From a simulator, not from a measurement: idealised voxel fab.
A process module follows: voxel air gaps.
Cross-section cut spans 270 nm and uses square cells 5 nm in size.
Square cells in a grid make up a cross-section in this document, and the grid is given as bands, listed from the top down, each one or more rows of cells. Within each band entry, the heights of the top and of the bottom of the band appear first, in that order and in nm; the materials of the band then follow from left to right, each with its corresponding width in nm. The designation "everywhere" on a single material indicates that it fills the band from edge to edge; the designation "blank" indicates empty space. Height 0 is the level under which the wafer as received is all one material. The lowest band goes on downwards, as in "0..down". The two numbers in a width such as "30->40" mark its ends across the band: the first belongs to the top row of cells, the second to the bottom row, and from each row to the next the width moves by the same amount. "no alteration" after a step means that no cell of the cross-section changed. Any empty space of 8 cells or more lacking an open way to the top shows up in "Cavities, closed" as width x height at distance, distance from the left edge, in nm. Formally, on a step line, whatever follows the settings is a remark that the simulator itself makes on the step. Among the settings permitted on a step's line is "overlay nm"; applied to a step with a mask, it specifies the extent to which the mask lay to the right of its planned position, whereas a negative figure signifies a position to the left.
PROCESS STEPS - PLAN
1: RECEIVE [material Si]
2: CONFORMAL_DEP [material SiO2] [thk nm 15]
3: CONFORMAL_DEP [material SiCN] [thk nm 5]
4: DIRECTIONAL_DEP [material lowk] [thk nm 30]
5: PATTERN [tone open] [mask id LINES] [material resist] [width nm 25] [pitch nm 50] [thk nm 15] [overlay nm 0]
6: DIRECTIONAL_ETCH [etch materials lowk] [depth nm 30]
7: STRIP [etch materials resist]
8: CONFORMAL_DEP [material TiN] [thk nm 5]
9: FILL_DEP [material W] [thk nm 5]
10: CMP [height nm 50]
11: EPI [material Ru] [thk nm 10]
12: SELECTIVE_ETCH [etch materials lowk] [depth nm 40]
13: CONFORMAL_DEP [material SiCN] [thk nm 5]
FIRST WAFER OF TWO (RUN AS PLANNED)
CROSS-SECTION OF THE INCOMING WAFER, STATE AFTER STEP 1
- 0..down = Si everywhere
- Cavities, closed: none
STATE OF THE WAFER AFTER STEP 2, SHOWN IN CROSS-SECTION
- 15..0 = SiO2 everywhere
- Anything lower than 0 is untouched.
STATE OF THE WAFER AFTER STEP 3, SHOWN IN CROSS-SECTION
- 20..15 = SiCN everywhere
- Anything lower than 15 is untouched.
STATE OF THE WAFER AFTER STEP 4, SHOWN IN CROSS-SECTION
- 50..20 = lowk everywhere
- Anything lower than 20 is untouched.
STATE OF THE WAFER AFTER STEP 5, SHOWN IN CROSS-SECTION
- 65..50 = resist=70, blank=25, resist=25, blank=25, resist=25, blank=25, resist=75
- Anything lower than 50 is untouched.
STATE OF THE WAFER AFTER STEP 6, SHOWN IN CROSS-SECTION
- 65..50 = resist=70, blank=25, resist=25, blank=25, resist=25, blank=25, resist=75
- 50..20 = lowk=70, blank=25, lowk=25, blank=25, lowk=25, blank=25, lowk=75
- Anything lower than 20 is untouched.
STATE OF THE WAFER AFTER STEP 7, SHOWN IN CROSS-SECTION
- 50..20 = lowk=70, blank=25, lowk=25, blank=25, lowk=25, blank=25, lowk=75
- Anything lower than 20 is untouched.
STATE OF THE WAFER AFTER STEP 8, SHOWN IN CROSS-SECTION
- 55..50 = TiN=75, blank=15, TiN=35, blank=15, TiN=35, blank=15, TiN=80
- 50..25 = lowk=70, TiN=5, blank=15, TiN=5, lowk=25, TiN=5, blank=15, TiN=5, lowk=25, TiN=5, blank=15, TiN=5, lowk=75
- 25..20 = lowk=70, TiN=25, lowk=25, TiN=25, lowk=25, TiN=25, lowk=75
- Anything lower than 20 is untouched.
STATE OF THE WAFER AFTER STEP 9, SHOWN IN CROSS-SECTION
- 60..55 = W everywhere
- 55..50 = TiN=75, W=15, TiN=35, W=15, TiN=35, W=15, TiN=80
- 50..25 = lowk=70, TiN=5, W=15, TiN=5, lowk=25, TiN=5, W=15, TiN=5, lowk=25, TiN=5, W=15, TiN=5, lowk=75
- Anything lower than 25 is untouched.
STATE OF THE WAFER AFTER STEP 10, SHOWN IN CROSS-SECTION
- 50..25 = lowk=70, TiN=5, W=15, TiN=5, lowk=25, TiN=5, W=15, TiN=5, lowk=25, TiN=5, W=15, TiN=5, lowk=75
- Anything lower than 25 is untouched.
STATE OF THE WAFER AFTER STEP 11, SHOWN IN CROSS-SECTION
- 60..50 = blank=60, Ru=45, blank=5, Ru=45, blank=5, Ru=45, blank=65
- Anything lower than 50 is untouched.
STATE OF THE WAFER AFTER STEP 12, SHOWN IN CROSS-SECTION
- 60..50 = blank=60, Ru=45, blank=5, Ru=45, blank=5, Ru=45, blank=65
- 50..25 = blank=70, TiN=5, W=15, TiN=5, blank=25, TiN=5, W=15, TiN=5, blank=25, TiN=5, W=15, TiN=5, blank=75
- 25..20 = blank=70, TiN=25, blank=25, TiN=25, blank=25, TiN=25, blank=75
- Anything lower than 20 is untouched.
STATE OF THE WAFER AFTER STEP 13, SHOWN IN CROSS-SECTION
- 65..60 = blank=55, SiCN=155, blank=60
- 60..50 = blank=55, SiCN=5, Ru=45, SiCN=5, Ru=45, SiCN=5, Ru=45, SiCN=5, blank=60
- 50..45 = blank=55, SiCN=15, TiN=5, W=15, TiN=5, SiCN=25, TiN=5, W=15, TiN=5, SiCN=25, TiN=5, W=15, TiN=5, SiCN=15, blank=60
- 45..25 = blank=65, SiCN=5, TiN=5, W=15, TiN=5, SiCN=5, blank=15, SiCN=5, TiN=5, W=15, TiN=5, SiCN=5, blank=15, SiCN=5, TiN=5, W=15, TiN=5, SiCN=5, blank=70
- 25..20 = SiCN=70, TiN=25, SiCN=25, TiN=25, SiCN=25, TiN=25, SiCN=75
- Anything lower than 20 is untouched.
- Cavities, closed: 15 x 20 at 100; 15 x 20 at 150
THE REMAINING WAFER, SECOND OF THE TWO, STARTED LIKE THE FIRST AND WAS RUN TO THE SAME PLAN, EXCEPT THAT ONE MISTAKE WAS MADE ALONG THE WAY; THE TWO COINCIDE THROUGH STEP 4, INCLUSIVE
SECOND WAFER, SECTIONED VIEW, AT STEP 5'S PLANNED END TIME
- 65..50 = resist=75, blank=20, resist=30, blank=20, resist=30, blank=20, resist=75
- Anything lower than 50 is untouched.
SECOND WAFER, SECTIONED VIEW, AT STEP 6'S PLANNED END TIME
- 65..50 = resist=75, blank=20, resist=30, blank=20, resist=30, blank=20, resist=75
- 50..20 = lowk=75, blank=20, lowk=30, blank=20, lowk=30, blank=20, lowk=75
- Anything lower than 20 is untouched.
SECOND WAFER, SECTIONED VIEW, AT STEP 7'S PLANNED END TIME
- 50..20 = lowk=75, blank=20, lowk=30, blank=20, lowk=30, blank=20, lowk=75
- Anything lower than 20 is untouched.
SECOND WAFER, SECTIONED VIEW, AT STEP 8'S PLANNED END TIME
- 55..50 = TiN=80, blank=10, TiN=40, blank=10, TiN=40, blank=10, TiN=80
- 50..25 = lowk=75, TiN=5, blank=10, TiN=5, lowk=30, TiN=5, blank=10, TiN=5, lowk=30, TiN=5, blank=10, TiN=5, lowk=75
- 25..20 = lowk=75, TiN=20, lowk=30, TiN=20, lowk=30, TiN=20, lowk=75
- Anything lower than 20 is untouched.
SECOND WAFER, SECTIONED VIEW, AT STEP 9'S PLANNED END TIME
- 60..55 = W everywhere
- 55..50 = TiN=80, W=10, TiN=40, W=10, TiN=40, W=10, TiN=80
- 50..25 = lowk=75, TiN=5, W=10, TiN=5, lowk=30, TiN=5, W=10, TiN=5, lowk=30, TiN=5, W=10, TiN=5, lowk=75
- Anything lower than 25 is untouched.
SECOND WAFER, SECTIONED VIEW, AT STEP 10'S PLANNED END TIME
- 50..25 = lowk=75, TiN=5, W=10, TiN=5, lowk=30, TiN=5, W=10, TiN=5, lowk=30, TiN=5, W=10, TiN=5, lowk=75
- Anything lower than 25 is untouched.
SECOND WAFER, SECTIONED VIEW, AT STEP 11'S PLANNED END TIME
- 60..50 = blank=65, Ru=40, blank=10, Ru=40, blank=10, Ru=40, blank=65
- Anything lower than 50 is untouched.
SECOND WAFER, SECTIONED VIEW, AT STEP 12'S PLANNED END TIME
- 60..50 = blank=65, Ru=40, blank=10, Ru=40, blank=10, Ru=40, blank=65
- 50..25 = blank=75, TiN=5, W=10, TiN=5, blank=30, TiN=5, W=10, TiN=5, blank=30, TiN=5, W=10, TiN=5, blank=75
- 25..20 = blank=75, TiN=20, blank=30, TiN=20, blank=30, TiN=20, blank=75
- Anything lower than 20 is untouched.
SECOND WAFER, SECTIONED VIEW, AT STEP 13'S PLANNED END TIME
- 65..60 = blank=60, SiCN=150, blank=60
- 60..50 = blank=60, SiCN=5, Ru=40, SiCN=10, Ru=40, SiCN=10, Ru=40, SiCN=5, blank=60
- 50..45 = blank=60, SiCN=15, TiN=5, W=10, TiN=5, SiCN=30, TiN=5, W=10, TiN=5, SiCN=30, TiN=5, W=10, TiN=5, SiCN=15, blank=60
- 45..25 = blank=70, SiCN=5, TiN=5, W=10, TiN=5, SiCN=5, blank=20, SiCN=5, TiN=5, W=10, TiN=5, SiCN=5, blank=20, SiCN=5, TiN=5, W=10, TiN=5, SiCN=5, blank=70
- 25..20 = SiCN=75, TiN=20, SiCN=30, TiN=20, SiCN=30, TiN=20, SiCN=75
- Anything lower than 20 is untouched.
- Cavities, closed: 20 x 20 at 100; 20 x 20 at 150
Plan not followed: step 5: run off-plan, actual operation and settings PATTERN [tone open] [mask id LINES] [material resist] [width nm 20] [pitch nm 50] [thk nm 15] [overlay nm 0]
Final comparison by cell count, materials where the second wafer has more or fewer than the first: -6 Ru, +8 SiCN, -3 TiN, -15 W
